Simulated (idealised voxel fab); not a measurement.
process module | voxel gate over fins
cross-section cut | 255 nm wide | cells 5 nm
A cross-section is a grid of square cells, given in bands from the top down. A band is one or more rows of cells.
Each band's line starts with the height of the band's top and of its bottom, in nm. Then come its materials from left to right, each with its width in nm. One material with "throughout" fills the band from edge to edge. "air" is empty space.
Height 0 is the level under which the wafer as received is all one material. The lowest band goes on downwards, as in "0 down".
A width such as "30 to 40" changes by the same amount from each row of cells to the next, from the band's top row to its bottom row.
"no change" after a step means that no cell of the cross-section changed.
closed voids: empty space of 8 cells or more with no open way to the top, each as width x height at its distance from the left edge, in nm
after a step's settings: what the simulator itself notes on the step
overlay nm, on a step with a mask: how far to the right of its planned place the mask lay; to the left if negative
plan
1 op RECEIVE | material Si
2 op CONFORMAL_DEP | material SiN | thk nm 5
3 op DIRECTIONAL_DEP | material aC | thk nm 10
4 op PATTERN | tone cover | mask id FINS | material resist | width nm 15 | pitch nm 50 | thk nm 25 | overlay nm 0
5 op DIRECTIONAL_ETCH | etch materials aC | depth nm 10
6 op STRIP | etch materials resist
7 op DIRECTIONAL_ETCH | etch materials SiN | depth nm 5
8 op DIRECTIONAL_ETCH | etch materials Si | depth nm 30
9 op STRIP | etch materials aC
10 op FILL_DEP | material SiO2 | thk nm 15
11 op CMP | height nm 5
12 op MASKED_ETCH | tone open | mask id RAIL | width nm 15 | etch materials SiO2 | depth nm 30 | overlay nm -15
13 op CONFORMAL_DEP | material TiN | thk nm 5
14 op FILL_DEP | material W | thk nm 10
15 op CMP | height nm 5
16 op SELECTIVE_ETCH | etch materials W Ru TiN | depth nm 25
17 op FILL_DEP | material SiO2 | thk nm 5
18 op CMP | height nm 5
19 op SELECTIVE_ETCH | etch materials SiO2 | depth nm 15
20 op STRIP | etch materials SiN
21 op CONFORMAL_DEP | material HfO2 | thk nm 5
22 op CONFORMAL_DEP | material TiN | thk nm 5
23 op CONFORMAL_DEP | material TiAl | thk nm 5
24 op CONFORMAL_DEP | material TiN | thk nm 5
25 op FILL_DEP | material W | thk nm 15
26 op CMP | height nm 30
27 op CONFORMAL_DEP | material SiN | thk nm 5
varied across the wafers: overlay nm of step 12. The plan shows the first wafer's value. All wafers start alike
first wafer as received, after step 1
  0 down: Si throughout
  closed voids: none
each wafer at the end: cells of each material gained (+) or lost (-) since it was received, then its closed voids
overlay nm -15 | +63 HfO2 | -252 Si | +51 SiN | +166 SiO2 | +63 TiAl | +124 TiN | +142 W | closed voids: none
overlay nm -10 | +63 HfO2 | -252 Si | +51 SiN | +165 SiO2 | +63 TiAl | +125 TiN | +142 W | closed voids: none
overlay nm -5 | +63 HfO2 | -252 Si | +51 SiN | +165 SiO2 | +63 TiAl | +125 TiN | +142 W | closed voids: none
overlay nm 0 | +63 HfO2 | -252 Si | +51 SiN | +165 SiO2 | +63 TiAl | +125 TiN | +142 W | closed voids: none
overlay nm 5 | +63 HfO2 | -252 Si | +51 SiN | +165 SiO2 | +63 TiAl | +125 TiN | +142 W | closed voids: none
overlay nm 10 | +63 HfO2 | -252 Si | +51 SiN | +165 SiO2 | +63 TiAl | +125 TiN | +142 W | closed voids: none
overlay nm 15 | +63 HfO2 | -252 Si | +51 SiN | +166 SiO2 | +63 TiAl | +124 TiN | +142 W | closed voids: none
